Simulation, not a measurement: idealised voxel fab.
This is a process module. Its name is voxel gate over fins.
150 nm wide, 5 nm square cells: that's cross-section cut.
Cross-section, as written here: a square-cell grid given band by band from the top down, where a band holds one or more rows of cells. Top height, bottom height, nm. Materials left to right, width each, nm. Single material + "edge to edge" = fills band edge to edge. "air" = empty. The reference from which all heights are counted is 0, the level beneath which the as-received wafer is entirely one material; the lowest band, having no lower bound, proceeds downward and is written after the example "z 0 and below". Note: "30..40" means the width goes from the first number (top row of the band) to the second number (bottom row) in equal steps per row of cells. Where the words "remained the same" appear for a step, the cross-section shows no cell changed by that step; every cell remained as before. Any empty space of 8 cells or more lacking an open way to the top shows up in "Enclosed void listing" as width x height at distance, distance from the left edge, in nm. Whatever follows a step's settings on its line is a remark the simulator itself makes about that step. On any step carrying a mask, the "overlay nm" setting, if present on the step's line, tells how far right of its planned place the mask lay; negative values point to the left.
Here's what the planned process steps look like:
| 1 | RECEIVE [material Si] |
| 2 | CONFORMAL_DEP [material SiN] [thk nm 10] |
| 3 | PATTERN [tone cover] [mask id FINS] [material resist] [width nm 15] [pitch nm 35] [thk nm 15] [overlay nm 0] |
| 4 | DIRECTIONAL_ETCH [etch materials SiN] [depth nm 10] |
| 5 | DIRECTIONAL_ETCH [etch materials Si] [depth nm 30] |
| 6 | STRIP [etch materials resist] |
| 7 | OXIDIZE [depth nm 5] |
| 8 | FILL_DEP [material SiO2] [thk nm 10] |
| 9 | CMP [height nm 10] |
| 10 | SELECTIVE_ETCH [etch materials SiO2] [depth nm 20] |
| 11 | STRIP [etch materials SiN] |
| 12 | CONFORMAL_DEP [material HfO2] [thk nm 5] |
| 13 | CONFORMAL_DEP [material TiN] [thk nm 5] |
| 14 | CONFORMAL_DEP [material TiAl] [thk nm 5] |
| 15 | CONFORMAL_DEP [material TiN] [thk nm 5] |
| 16 | FILL_DEP [material W] [thk nm 10] |
| 17 | CMP [height nm 25] |
| 18 | CONFORMAL_DEP [material SiN] [thk nm 5] |
Of two wafers, the first: run according to plan:
Step 1 complete: cross-section of the wafer as received:
	z 0 and below  Si edge to edge
	Enclosed void listing: none
Wafer section view after processing step 2:
	z 10 to 0  SiN edge to edge
	Below 0, no change.
Wafer section view after processing step 3:
	z 25 to 10  air: 30 / resist: 15 / air: 20 / resist: 15 / air: 20 / resist: 15 / air: 35
	Below 10, no change.
Wafer section view after processing step 4:
	z 25 to 10  air: 30 / resist: 15 / air: 20 / resist: 15 / air: 20 / resist: 15 / air: 35
	z 10 to 0  air: 30 / SiN: 15 / air: 20 / SiN: 15 / air: 20 / SiN: 15 / air: 35
	Below 0, no change.
Wafer section view after processing step 5:
	z 25 to 10  air: 30 / resist: 15 / air: 20 / resist: 15 / air: 20 / resist: 15 / air: 35
	z 10 to 0  air: 30 / SiN: 15 / air: 20 / SiN: 15 / air: 20 / SiN: 15 / air: 35
	z 0 to -30  air: 30 / Si: 15 / air: 20 / Si: 15 / air: 20 / Si: 15 / air: 35
	Below -30, no change.
Wafer section view after processing step 6:
	z 10 to 0  air: 30 / SiN: 15 / air: 20 / SiN: 15 / air: 20 / SiN: 15 / air: 35
	Below 0, no change.
Wafer section view after processing step 7:
	z 10 to 0  air: 30 / SiN: 15 / air: 20 / SiN: 15 / air: 20 / SiN: 15 / air: 35
	z 0 to -30  air: 30 / SiO2: 5 / Si: 5 / SiO2: 5 / air: 20 / SiO2: 5 / Si: 5 / SiO2: 5 / air: 20 / SiO2: 5 / Si: 5 / SiO2: 5 / air: 35
	z -30 to -35  SiO2: 35 / Si: 5 / SiO2: 30 / Si: 5 / SiO2: 30 / Si: 5 / SiO2: 40
	Below -35, no change.
Wafer section view after processing step 8:
	z 20 to 10  SiO2 edge to edge
	z 10 to 0  SiO2: 30 / SiN: 15 / SiO2: 20 / SiN: 15 / SiO2: 20 / SiN: 15 / SiO2: 35
	z 0 to -35  SiO2: 35 / Si: 5 / SiO2: 30 / Si: 5 / SiO2: 30 / Si: 5 / SiO2: 40
	Below -35, no change.
Wafer section view after processing step 9:
	z 10 to 0  SiO2: 30 / SiN: 15 / SiO2: 20 / SiN: 15 / SiO2: 20 / SiN: 15 / SiO2: 35
	Below 0, no change.
Wafer section view after processing step 10:
	z 10 to 0  air: 30 / SiN: 15 / air: 20 / SiN: 15 / air: 20 / SiN: 15 / air: 35
	z 0 to -10  air: 35 / Si: 5 / air: 30 / Si: 5 / air: 30 / Si: 5 / air: 40
	Below -10, no change.
Wafer section view after processing step 11:
	z 0 to -10  air: 35 / Si: 5 / air: 30 / Si: 5 / air: 30 / Si: 5 / air: 40
	Below -10, no change.
Wafer section view after processing step 12:
	z 5 to 0  air: 30 / HfO2: 15 / air: 20 / HfO2: 15 / air: 20 / HfO2: 15 / air: 35
	z 0 to -5  air: 30 / HfO2: 5 / Si: 5 / HfO2: 5 / air: 20 / HfO2: 5 / Si: 5 / HfO2: 5 / air: 20 / HfO2: 5 / Si: 5 / HfO2: 5 / air: 35
	z -5 to -10  HfO2: 35 / Si: 5 / HfO2: 30 / Si: 5 / HfO2: 30 / Si: 5 / HfO2: 40
	Below -10, no change.
Wafer section view after processing step 13:
	z 10 to 5  air: 25 / TiN: 25 / air: 10 / TiN: 25 / air: 10 / TiN: 25 / air: 30
	z 5 to 0  air: 25 / TiN: 5 / HfO2: 15 / TiN: 5 / air: 10 / TiN: 5 / HfO2: 15 / TiN: 5 / air: 10 / TiN: 5 / HfO2: 15 / TiN: 5 / air: 30
	z 0 to -5  TiN: 30 / HfO2: 5 / Si: 5 / HfO2: 5 / TiN: 20 / HfO2: 5 / Si: 5 / HfO2: 5 / TiN: 20 / HfO2: 5 / Si: 5 / HfO2: 5 / TiN: 35
	Below -5, no change.
Wafer section view after processing step 14:
	z 15 to 10  air: 20 / TiAl: 105 / air: 25
	z 10 to 5  air: 20 / TiAl: 5 / TiN: 25 / TiAl: 10 / TiN: 25 / TiAl: 10 / TiN: 25 / TiAl: 5 / air: 25
	z 5 to 0  TiAl: 25 / TiN: 5 / HfO2: 15 / TiN: 5 / TiAl: 10 / TiN: 5 / HfO2: 15 / TiN: 5 / TiAl: 10 / TiN: 5 / HfO2: 15 / TiN: 5 / TiAl: 30
	Below 0, no change.
Wafer section view after processing step 15:
	z 20 to 15  air: 15 / TiN: 115 / air: 20
	z 15 to 10  air: 15 / TiN: 5 / TiAl: 105 / TiN: 5 / air: 20
	z 10 to 5  TiN: 20 / TiAl: 5 / TiN: 25 / TiAl: 10 / TiN: 25 / TiAl: 10 / TiN: 25 / TiAl: 5 / TiN: 25
	Below 5, no change.
Wafer section view after processing step 16:
	z 30 to 20  W edge to edge
	z 20 to 15  W: 15 / TiN: 115 / W: 20
	z 15 to 10  W: 15 / TiN: 5 / TiAl: 105 / TiN: 5 / W: 20
	Below 10, no change.
Wafer section view after processing step 17:
	z 25 to 20  W edge to edge
	Below 20, no change.
Wafer section view after processing step 18:
	z 30 to 25  SiN edge to edge
	Below 25, no change.
The Second Wafer: Common Origin and Plan, One Mistake in Execution, Identical to the First Through Step 4:
Cross-sectional view of the second wafer at the intended end time of process step 5:
	z 25 to 10  air: 30 / resist: 15 / air: 20 / resist: 15 / air: 20 / resist: 15 / air: 35
	z 10 to 0  air: 30 / SiN: 15 / air: 20 / SiN: 15 / air: 20 / SiN: 15 / air: 35
	z 0 to -25  air: 30 / Si: 15 / air: 20 / Si: 15 / air: 20 / Si: 15 / air: 35
	Below -25, no change.
Cross-sectional view of the second wafer at the intended end time of process step 6:
	z 10 to 0  air: 30 / SiN: 15 / air: 20 / SiN: 15 / air: 20 / SiN: 15 / air: 35
	Below 0, no change.
Cross-sectional view of the second wafer at the intended end time of process step 7:
	z 10 to 0  air: 30 / SiN: 15 / air: 20 / SiN: 15 / air: 20 / SiN: 15 / air: 35
	z 0 to -25  air: 30 / SiO2: 5 / Si: 5 / SiO2: 5 / air: 20 / SiO2: 5 / Si: 5 / SiO2: 5 / air: 20 / SiO2: 5 / Si: 5 / SiO2: 5 / air: 35
	z -25 to -30  SiO2: 35 / Si: 5 / SiO2: 30 / Si: 5 / SiO2: 30 / Si: 5 / SiO2: 40
	Below -30, no change.
Cross-sectional view of the second wafer at the intended end time of process step 8:
	z 20 to 10  SiO2 edge to edge
	z 10 to 0  SiO2: 30 / SiN: 15 / SiO2: 20 / SiN: 15 / SiO2: 20 / SiN: 15 / SiO2: 35
	z 0 to -30  SiO2: 35 / Si: 5 / SiO2: 30 / Si: 5 / SiO2: 30 / Si: 5 / SiO2: 40
	Below -30, no change.
Cross-sectional view of the second wafer at the intended end time of process step 9:
	z 10 to 0  SiO2: 30 / SiN: 15 / SiO2: 20 / SiN: 15 / SiO2: 20 / SiN: 15 / SiO2: 35
	Below 0, no change.
Cross-sectional view of the second wafer at the intended end time of process step 10:
	z 10 to 0  air: 30 / SiN: 15 / air: 20 / SiN: 15 / air: 20 / SiN: 15 / air: 35
	z 0 to -10  air: 35 / Si: 5 / air: 30 / Si: 5 / air: 30 / Si: 5 / air: 40
	Below -10, no change.
Cross-sectional view of the second wafer at the intended end time of process step 11:
	z 0 to -10  air: 35 / Si: 5 / air: 30 / Si: 5 / air: 30 / Si: 5 / air: 40
	Below -10, no change.
Cross-sectional view of the second wafer at the intended end time of process step 12:
	z 5 to 0  air: 30 / HfO2: 15 / air: 20 / HfO2: 15 / air: 20 / HfO2: 15 / air: 35
	z 0 to -5  air: 30 / HfO2: 5 / Si: 5 / HfO2: 5 / air: 20 / HfO2: 5 / Si: 5 / HfO2: 5 / air: 20 / HfO2: 5 / Si: 5 / HfO2: 5 / air: 35
	z -5 to -10  HfO2: 35 / Si: 5 / HfO2: 30 / Si: 5 / HfO2: 30 / Si: 5 / HfO2: 40
	Below -10, no change.
Cross-sectional view of the second wafer at the intended end time of process step 13:
	z 10 to 5  air: 25 / TiN: 25 / air: 10 / TiN: 25 / air: 10 / TiN: 25 / air: 30
	z 5 to 0  air: 25 / TiN: 5 / HfO2: 15 / TiN: 5 / air: 10 / TiN: 5 / HfO2: 15 / TiN: 5 / air: 10 / TiN: 5 / HfO2: 15 / TiN: 5 / air: 30
	z 0 to -5  TiN: 30 / HfO2: 5 / Si: 5 / HfO2: 5 / TiN: 20 / HfO2: 5 / Si: 5 / HfO2: 5 / TiN: 20 / HfO2: 5 / Si: 5 / HfO2: 5 / TiN: 35
	Below -5, no change.
Cross-sectional view of the second wafer at the intended end time of process step 14:
	z 15 to 10  air: 20 / TiAl: 105 / air: 25
	z 10 to 5  air: 20 / TiAl: 5 / TiN: 25 / TiAl: 10 / TiN: 25 / TiAl: 10 / TiN: 25 / TiAl: 5 / air: 25
	z 5 to 0  TiAl: 25 / TiN: 5 / HfO2: 15 / TiN: 5 / TiAl: 10 / TiN: 5 / HfO2: 15 / TiN: 5 / TiAl: 10 / TiN: 5 / HfO2: 15 / TiN: 5 / TiAl: 30
	Below 0, no change.
Cross-sectional view of the second wafer at the intended end time of process step 15:
	z 20 to 15  air: 15 / TiN: 115 / air: 20
	z 15 to 10  air: 15 / TiN: 5 / TiAl: 105 / TiN: 5 / air: 20
	z 10 to 5  TiN: 20 / TiAl: 5 / TiN: 25 / TiAl: 10 / TiN: 25 / TiAl: 10 / TiN: 25 / TiAl: 5 / TiN: 25
	Below 5, no change.
Cross-sectional view of the second wafer at the intended end time of process step 16:
	z 30 to 20  W edge to edge
	z 20 to 15  W: 15 / TiN: 115 / W: 20
	z 15 to 10  W: 15 / TiN: 5 / TiAl: 105 / TiN: 5 / W: 20
	Below 10, no change.
Cross-sectional view of the second wafer at the intended end time of process step 17:
	z 25 to 20  W edge to edge
	Below 20, no change.
Cross-sectional view of the second wafer at the intended end time of process step 18:
	z 30 to 25  SiN edge to edge
	Below 25, no change.
Want to know what went wrong? step 5 did not use the planned setting and instead ran as DIRECTIONAL_ETCH [etch materials Si] [depth nm 25]
Once processing is complete, comparing cell counts shows that the second wafer has more or fewer of certain materials than the first: Si: 27 more, SiO2: 27 fewer
